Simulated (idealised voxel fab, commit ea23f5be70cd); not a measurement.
The following process module bears the name voxel wiring stack.
Shown is cross-section cut, with a width of 190 nm and square cells of size 5 nm.
How to read a cross-section here: the picture is a grid of square cells, written as bands going from the top down, and any band can span one or more rows of cells.
The band entry comprises the height of the band's top followed by the height of its bottom, expressed in nm, and subsequently the band's materials from left to right, each stated together with its width in nm. Where a single material is marked with the word "full width", that material fills the band from edge to edge. The word "air" represents empty space.
We count height from 0. Below that, the starting wafer is all one material. The lowest band never ends at the bottom but goes on down; see "0 -> down" for how that is written.
It should be noted that a width expressed as "30 to 40" varies in equal increments from row to row of cells within the band, taking the value of the first number at the top row and that of the second number at the bottom row.
"nothing changed" (step): cross-section cells unchanged, all of them.
If an empty space has no open way to the top and is at least 8 cells in size, "Sealed cavities" lists it, written width x height at distance, where distance is measured from the left edge and every value is in nm.
The remark found on a step's line after its settings is issued by the simulator itself and pertains to that step.
"overlay nm" on a masked step: distance the mask lay right of its planned place, negative for left.
**Below is the list of planned process steps**
| 1 | RECEIVE (material Si) |
| 2 | CONFORMAL_DEP (material SiO2; thk nm 15) |
| 3 | CONFORMAL_DEP (material SiCN; thk nm 5) |
| 4 | DIRECTIONAL_DEP (material lowk; thk nm 15) |
| 5 | DIRECTIONAL_DEP (material aC; thk nm 15) |
| 6 | PATTERN (tone open; mask id METAL_1; material resist; width nm 20; pitch nm 35; thk nm 35; overlay nm 0) |
| 7 | DIRECTIONAL_ETCH (etch materials aC; depth nm 15) |
| 8 | STRIP (etch materials resist) |
| 9 | DIRECTIONAL_ETCH (etch materials lowk; depth nm 15) |
| 10 | DIRECTIONAL_ETCH (etch materials SiCN; depth nm 5) |
| 11 | STRIP (etch materials aC) |
| 12 | CONFORMAL_DEP (material TiN; thk nm 5) |
| 13 | FILL_DEP (material W; thk nm 5) |
| 14 | CMP (height nm 35) |
| 15 | CONFORMAL_DEP (material SiCN; thk nm 5) |
| 16 | DIRECTIONAL_DEP (material lowk; thk nm 15) |
| 17 | PATTERN (tone open; mask id PLUG_1; material resist; width nm 15; pitch nm 35; thk nm 15; overlay nm 0) |
| 18 | DIRECTIONAL_ETCH (etch materials lowk; depth nm 15) |
| 19 | DIRECTIONAL_ETCH (etch materials SiCN; depth nm 5) |
| 20 | STRIP (etch materials resist) |
| 21 | EPI (material Ru; thk nm 10) |
| 22 | EPI (material Ru; thk nm 10) |
| 23 | DIRECTIONAL_DEP (material TiN; thk nm 5) |
| 24 | DIRECTIONAL_DEP (material Ru; thk nm 15) |
| 25 | MASKED_ETCH (tone cover; mask id METAL_2; width nm 20; pitch nm 35; etch materials Ru; depth nm 15; overlay nm 0) |
| 26 | MASKED_ETCH (tone cover; mask id METAL_2; width nm 20; pitch nm 35; etch materials TiN; depth nm 5; overlay nm 0) |
| 27 | CONFORMAL_DEP (material SiCN; thk nm 5) |
| 28 | FILL_DEP (material lowk; thk nm 5) |
| 29 | CMP (height nm 75) |
| 30 | CONFORMAL_DEP (material SiCN; thk nm 5) |
| 31 | DIRECTIONAL_DEP (material lowk; thk nm 30) |
| 32 | PATTERN (tone open; mask id METAL_3_HOLES; material resist; width nm 15; pitch nm 35; thk nm 15; overlay nm 0) |
| 33 | DIRECTIONAL_ETCH (etch materials lowk; depth nm 30) |
| 34 | STRIP (etch materials resist) |
| 35 | DIRECTIONAL_DEP (material aC; thk nm 15) |
| 36 | PATTERN (tone open; mask id METAL_3; material resist; width nm 20; pitch nm 35; thk nm 35; overlay nm 0) |
| 37 | DIRECTIONAL_ETCH (etch materials aC; depth nm 15) |
| 38 | STRIP (etch materials resist) |
| 39 | DIRECTIONAL_ETCH (etch materials lowk; depth nm 15) |
| 40 | DIRECTIONAL_ETCH (etch materials SiCN; depth nm 5) |
| 41 | STRIP (etch materials aC) |
| 42 | CONFORMAL_DEP (material TiN; thk nm 5) |
| 43 | FILL_DEP (material Ru; thk nm 10) |
| 44 | CMP (height nm 110) |
| 45 | CONFORMAL_DEP (material SiCN; thk nm 5) |
**The cross-section here shows the wafer as received, i.e. in its state after step 1**
* 0 -> down | Si full width
* Sealed cavities: none
**Below is the wafer in cross-section after the module was completed. It began from the starting point shown above and followed the plan shown above, except that one mistake was made while running it**
* 115 -> 110 | SiCN full width
* 110 -> 100 | 65 of lowk, 5 of TiN, 10 of Ru, 5 of TiN, 15 of lowk, 5 of TiN, 10 of Ru, 5 of TiN, 70 of lowk
* 100 -> 95 | 65 of lowk, 5 of TiN, 5 of Ru, 10 of TiN, 15 of lowk, 5 of TiN, 5 of Ru, 10 of TiN, 70 of lowk
* 95 -> 80 | 65 of lowk, 5 of TiN, 5 of Ru, 5 of TiN, 20 of lowk, 5 of TiN, 5 of Ru, 5 of TiN, 75 of lowk
* 80 -> 75 | 65 of SiCN, 15 of TiN, 20 of SiCN, 15 of TiN, 75 of SiCN
* 75 -> 70 | 60 of lowk, 20 of SiCN, 5 of Ru, 5 of SiCN, 5 of lowk, 20 of SiCN, 5 of Ru, 5 of SiCN, 65 of lowk
* 70 -> 60 | 60 of lowk, 5 of SiCN, 20 of Ru, 5 of SiCN, 5 of lowk, 5 of SiCN, 20 of Ru, 5 of SiCN, 65 of lowk
* 60 -> 55 | 65 of SiCN, 15 of Ru, 5 of TiN, 15 of SiCN, 15 of Ru, 5 of TiN, 70 of SiCN
* 55 -> 50 | 65 of SiCN, 15 of TiN, 20 of SiCN, 15 of TiN, 75 of SiCN
* 50 -> 35 | lowk full width
* 35 -> 20 | 65 of lowk, 5 of TiN, 10 of W, 5 of TiN, 15 of lowk, 5 of TiN, 10 of W, 5 of TiN, 70 of lowk
* 20 -> 15 | 65 of SiCN, 20 of TiN, 15 of SiCN, 20 of TiN, 70 of SiCN
* 15 -> 0 | SiO2 full width
* 0 -> down | Si full width
* Sealed cavities: none
Misprocessing identified: swap of plan steps 15 and 16 during execution
